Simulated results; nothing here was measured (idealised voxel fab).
This is a process module. Its name is voxel self aligned vias.
Shown is cross-section cut, with a width of 175 nm and square cells of size 5 nm.
In this document a cross-section is written as a grid of square cells. It is given as a series of bands, listed from the top down, and a band is one or more rows of cells.
Read a band's entry like this: the first values are the height of its top and the height of its bottom in nm, and what follows is the sequence of materials from left to right, each with its width in nm. Note that "empty" is empty space, and that a single material marked "edge to edge" reaches across the band from edge to edge.
For the purposes of this specification, 0 denotes the height below which the wafer in its as-received condition is composed wholly of one material, and the lowermost band, lacking a lower limit, extends downward without end, as expressed in "from 0 down".
Quick explanation for "30..40": the width changes in equal steps down the rows of cells, from the first number in the band's top row to the second number in its bottom row.
"no modifications" after a step means that no cell of the cross-section changed.
The list in "Sealed void list" covers empty spaces of 8 cells or more that cannot reach the top through any open way, and it gives each as width x height at distance; the distance is from the left edge, and width, height and distance are in nm.
What comes after the settings on a step's line is commentary from the simulator itself on that step.
A step's line can hold "overlay nm"; with a mask on that step, the setting says how far right of the planned place the mask lay, while a negative setting says it lay to the left.

### The process steps that were planned are listed below
1. RECEIVE | material Si
2. CONFORMAL_DEP | material SiO2 | thk nm 15
3. CONFORMAL_DEP | material SiCN | thk nm 5
4. DIRECTIONAL_DEP | material lowk | thk nm 20
5. MASKED_ETCH | tone open | mask id LINES | width nm 30 | pitch nm 70 | etch materials lowk | depth nm 20 | overlay nm 0
6. CONFORMAL_DEP | material TiN | thk nm 5
7. FILL_DEP | material Ru | thk nm 10
8. CMP | height nm 40
9. SELECTIVE_ETCH | etch materials W Ru TiN | depth nm 5
10. FILL_DEP | material SiN | thk nm 10
11. CMP | height nm 40
12. DIRECTIONAL_DEP | material lowk | thk nm 20
13. DIRECTIONAL_DEP | material aC | thk nm 15
14. PATTERN | tone open | mask id VIAS | material resist | width nm 40 | pitch nm 70 | thk nm 30 | overlay nm 0
15. DIRECTIONAL_ETCH | etch materials aC | depth nm 15
16. STRIP | etch materials resist
17. DIRECTIONAL_ETCH | etch materials lowk | depth nm 20
18. DIRECTIONAL_ETCH | etch materials SiN | depth nm 5
19. STRIP | etch materials aC
20. CONFORMAL_DEP | material TiN | thk nm 5
21. FILL_DEP | material Ru | thk nm 10
22. CMP | height nm 60
23. CONFORMAL_DEP | material SiCN | thk nm 5

### First wafer of two (run as planned)

### Incoming wafer in cross-section (state: after step 1)
    from 0 down: Si edge to edge
    Sealed void list: none

### Upon completion of step 2, the wafer appears in cross-section as shown
    from 15 to 0: SiO2 edge to edge
    Under 0: no change, same as before.

### Upon completion of step 3, the wafer appears in cross-section as shown
    from 20 to 15: SiCN edge to edge
    Under 15: no change, same as before.

### Upon completion of step 4, the wafer appears in cross-section as shown
    from 40 to 20: lowk edge to edge
    Under 20: no change, same as before.

### Upon completion of step 5, the wafer appears in cross-section as shown
    from 40 to 20: 35 lowk, then 30 empty, then 40 lowk, then 30 empty, then 40 lowk
    Under 20: no change, same as before.

### Upon completion of step 6, the wafer appears in cross-section as shown
    from 45 to 40: 40 TiN, then 20 empty, then 50 TiN, then 20 empty, then 45 TiN
    from 40 to 25: 35 lowk, then 5 TiN, then 20 empty, then 5 TiN, then 40 lowk, then 5 TiN, then 20 empty, then 5 TiN, then 40 lowk
    from 25 to 20: 35 lowk, then 30 TiN, then 40 lowk, then 30 TiN, then 40 lowk
    Under 20: no change, same as before.

### Upon completion of step 7, the wafer appears in cross-section as shown
    from 55 to 45: Ru edge to edge
    from 45 to 40: 40 TiN, then 20 Ru, then 50 TiN, then 20 Ru, then 45 TiN
    from 40 to 25: 35 lowk, then 5 TiN, then 20 Ru, then 5 TiN, then 40 lowk, then 5 TiN, then 20 Ru, then 5 TiN, then 40 lowk
    Under 25: no change, same as before.

### Upon completion of step 8, the wafer appears in cross-section as shown
    from 40 to 25: 35 lowk, then 5 TiN, then 20 Ru, then 5 TiN, then 40 lowk, then 5 TiN, then 20 Ru, then 5 TiN, then 40 lowk
    Under 25: no change, same as before.

### Upon completion of step 9, the wafer appears in cross-section as shown
    from 40 to 35: 35 lowk, then 30 empty, then 40 lowk, then 30 empty, then 40 lowk
    Under 35: no change, same as before.

### Upon completion of step 10, the wafer appears in cross-section as shown
    from 50 to 40: SiN edge to edge
    from 40 to 35: 35 lowk, then 30 SiN, then 40 lowk, then 30 SiN, then 40 lowk
    Under 35: no change, same as before.

### Upon completion of step 11, the wafer appears in cross-section as shown
    from 40 to 35: 35 lowk, then 30 SiN, then 40 lowk, then 30 SiN, then 40 lowk
    Under 35: no change, same as before.

### Upon completion of step 12, the wafer appears in cross-section as shown
    from 60 to 40: lowk edge to edge
    Under 40: no change, same as before.

### Upon completion of step 13, the wafer appears in cross-section as shown
    from 75 to 60: aC edge to edge
    Under 60: no change, same as before.

### Upon completion of step 14, the wafer appears in cross-section as shown
    from 105 to 75: 30 resist, then 40 empty, then 30 resist, then 40 empty, then 35 resist
    Under 75: no change, same as before.

### Upon completion of step 15, the wafer appears in cross-section as shown
    from 90 to 75: 30 resist, then 40 empty, then 30 resist, then 40 empty, then 35 resist
    from 75 to 60: 30 aC, then 40 empty, then 30 aC, then 40 empty, then 35 aC
    Under 60: no change, same as before.

### Upon completion of step 16, the wafer appears in cross-section as shown
    from 75 to 60: 30 aC, then 40 empty, then 30 aC, then 40 empty, then 35 aC
    Under 60: no change, same as before.

### Upon completion of step 17, the wafer appears in cross-section as shown
    from 75 to 60: 30 aC, then 40 empty, then 30 aC, then 40 empty, then 35 aC
    from 60 to 40: 30 lowk, then 40 empty, then 30 lowk, then 40 empty, then 35 lowk
    Under 40: no change, same as before.

### Upon completion of step 18, the wafer appears in cross-section as shown
    from 75 to 60: 30 aC, then 40 empty, then 30 aC, then 40 empty, then 35 aC
    from 60 to 40: 30 lowk, then 40 empty, then 30 lowk, then 40 empty, then 35 lowk
    from 40 to 35: 35 lowk, then 30 empty, then 40 lowk, then 30 empty, then 40 lowk
    Under 35: no change, same as before.

### Upon completion of step 19, the wafer appears in cross-section as shown
    from 60 to 40: 30 lowk, then 40 empty, then 30 lowk, then 40 empty, then 35 lowk
    Under 40: no change, same as before.

### Upon completion of step 20, the wafer appears in cross-section as shown
    from 65 to 60: 35 TiN, then 30 empty, then 40 TiN, then 30 empty, then 40 TiN
    from 60 to 45: 30 lowk, then 5 TiN, then 30 empty, then 5 TiN, then 30 lowk, then 5 TiN, then 30 empty, then 5 TiN, then 35 lowk
    from 45 to 40: 30 lowk, then 10 TiN, then 20 empty, then 10 TiN, then 30 lowk, then 10 TiN, then 20 empty, then 10 TiN, then 35 lowk
    from 40 to 35: 35 lowk, then 30 TiN, then 40 lowk, then 30 TiN, then 40 lowk
    Under 35: no change, same as before.

### Upon completion of step 21, the wafer appears in cross-section as shown
    from 75 to 65: Ru edge to edge
    from 65 to 60: 35 TiN, then 30 Ru, then 40 TiN, then 30 Ru, then 40 TiN
    from 60 to 45: 30 lowk, then 5 TiN, then 30 Ru, then 5 TiN, then 30 lowk, then 5 TiN, then 30 Ru, then 5 TiN, then 35 lowk
    from 45 to 40: 30 lowk, then 10 TiN, then 20 Ru, then 10 TiN, then 30 lowk, then 10 TiN, then 20 Ru, then 10 TiN, then 35 lowk
    Under 40: no change, same as before.

### Upon completion of step 22, the wafer appears in cross-section as shown
    from 60 to 45: 30 lowk, then 5 TiN, then 30 Ru, then 5 TiN, then 30 lowk, then 5 TiN, then 30 Ru, then 5 TiN, then 35 lowk
    Under 45: no change, same as before.

### Upon completion of step 23, the wafer appears in cross-section as shown
    from 65 to 60: SiCN edge to edge
    Under 60: no change, same as before.

### Second wafer: same start and same plan as the first, one execution error; identical to the first through step 13

### Second wafer cross-section, taken as of the time the plan sets for step 14 to be done
    from 105 to 75: 20 resist, then 40 empty, then 30 resist, then 40 empty, then 45 resist
    Under 75: no change, same as before.

### Second wafer cross-section, taken as of the time the plan sets for step 15 to be done
    from 90 to 75: 20 resist, then 40 empty, then 30 resist, then 40 empty, then 45 resist
    from 75 to 60: 20 aC, then 40 empty, then 30 aC, then 40 empty, then 45 aC
    Under 60: no change, same as before.

### Second wafer cross-section, taken as of the time the plan sets for step 16 to be done
    from 75 to 60: 20 aC, then 40 empty, then 30 aC, then 40 empty, then 45 aC
    Under 60: no change, same as before.

### Second wafer cross-section, taken as of the time the plan sets for step 17 to be done
    from 75 to 60: 20 aC, then 40 empty, then 30 aC, then 40 empty, then 45 aC
    from 60 to 40: 20 lowk, then 40 empty, then 30 lowk, then 40 empty, then 45 lowk
    Under 40: no change, same as before.

### Second wafer cross-section, taken as of the time the plan sets for step 18 to be done
    from 75 to 60: 20 aC, then 40 empty, then 30 aC, then 40 empty, then 45 aC
    from 60 to 40: 20 lowk, then 40 empty, then 30 lowk, then 40 empty, then 45 lowk
    from 40 to 35: 35 lowk, then 25 empty, then 5 SiN, then 40 lowk, then 25 empty, then 5 SiN, then 40 lowk
    Under 35: no change, same as before.

### Second wafer cross-section, taken as of the time the plan sets for step 19 to be done
    from 60 to 40: 20 lowk, then 40 empty, then 30 lowk, then 40 empty, then 45 lowk
    Under 40: no change, same as before.

### Second wafer cross-section, taken as of the time the plan sets for step 20 to be done
    from 65 to 60: 25 TiN, then 30 empty, then 40 TiN, then 30 empty, then 50 TiN
    from 60 to 45: 20 lowk, then 5 TiN, then 30 empty, then 5 TiN, then 30 lowk, then 5 TiN, then 30 empty, then 5 TiN, then 45 lowk
    from 45 to 40: 20 lowk, then 20 TiN, then 15 empty, then 5 TiN, then 30 lowk, then 20 TiN, then 15 empty, then 5 TiN, then 45 lowk
    from 40 to 35: 35 lowk, then 25 TiN, then 5 SiN, then 40 lowk, then 25 TiN, then 5 SiN, then 40 lowk
    Under 35: no change, same as before.

### Second wafer cross-section, taken as of the time the plan sets for step 21 to be done
    from 75 to 65: Ru edge to edge
    from 65 to 60: 25 TiN, then 30 Ru, then 40 TiN, then 30 Ru, then 50 TiN
    from 60 to 45: 20 lowk, then 5 TiN, then 30 Ru, then 5 TiN, then 30 lowk, then 5 TiN, then 30 Ru, then 5 TiN, then 45 lowk
    from 45 to 40: 20 lowk, then 20 TiN, then 15 Ru, then 5 TiN, then 30 lowk, then 20 TiN, then 15 Ru, then 5 TiN, then 45 lowk
    Under 40: no change, same as before.

### Second wafer cross-section, taken as of the time the plan sets for step 22 to be done
    from 60 to 45: 20 lowk, then 5 TiN, then 30 Ru, then 5 TiN, then 30 lowk, then 5 TiN, then 30 Ru, then 5 TiN, then 45 lowk
    Under 45: no change, same as before.

### Second wafer cross-section, taken as of the time the plan sets for step 23 to be done
    from 65 to 60: SiCN edge to edge
    Under 60: no change, same as before.
Nonconformance to the process plan: step 14: run off-plan, actual operation and settings PATTERN | tone open | mask id VIAS | material resist | width nm 40 | pitch nm 70 | thk nm 30 | overlay nm -10
Final tally in cells, some materials are higher or lower on the second wafer than on the first: 2 fewer of Ru, 2 more of SiN
